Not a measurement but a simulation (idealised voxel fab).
process module | voxel local oxidation
cross-section cut | 250 nm wide | cells 5 nm
A cross-section is a grid of square cells, given in bands from the top down. A band is one or more rows of cells.
Each band's line starts with the height of the band's top and of its bottom, in nm. Then come its materials from left to right, each with its width in nm. One material with "throughout" fills the band from edge to edge. "air" is empty space.
Height 0 is the level under which the wafer as received is all one material. The lowest band goes on downwards, as in "0 down".
A width such as "30 to 40" changes by the same amount from each row of cells to the next, from the band's top row to its bottom row.
"no change" after a step means that no cell of the cross-section changed.
closed voids: empty space of 8 cells or more with no open way to the top, each as width x height at its distance from the left edge, in nm
after a step's settings: what the simulator itself notes on the step
overlay nm, on a step with a mask: how far to the right of its planned place the mask lay; to the left if negative
plan
1 op RECEIVE | material Si
2 op OXIDIZE | depth nm 5
3 op CONFORMAL_DEP | material SiN | thk nm 10
4 op PATTERN | tone cover | mask id ACTIVE | material resist | width nm 120 | thk nm 15 | overlay nm 0
5 op DIRECTIONAL_ETCH | etch materials SiN | depth nm 10
6 op STRIP | etch materials resist
7 op SELECTIVE_ETCH | etch materials SiO2 | depth nm 5
8 op OXIDIZE | depth nm 15
9 op STRIP | etch materials SiN
as received, after step 1
  0 down: Si throughout
  closed voids: none
a wafer at the end: this start, this plan, one mistake
  10 to 0: air 65 | SiN 120 | air 65
  0 to -5: air 70 | SiO2 110 | air 70
  -5 to -20: SiO2 85 | Si 80 | SiO2 85
  -20 down: Si throughout
  closed voids: none
what went wrong: step 9 was left out
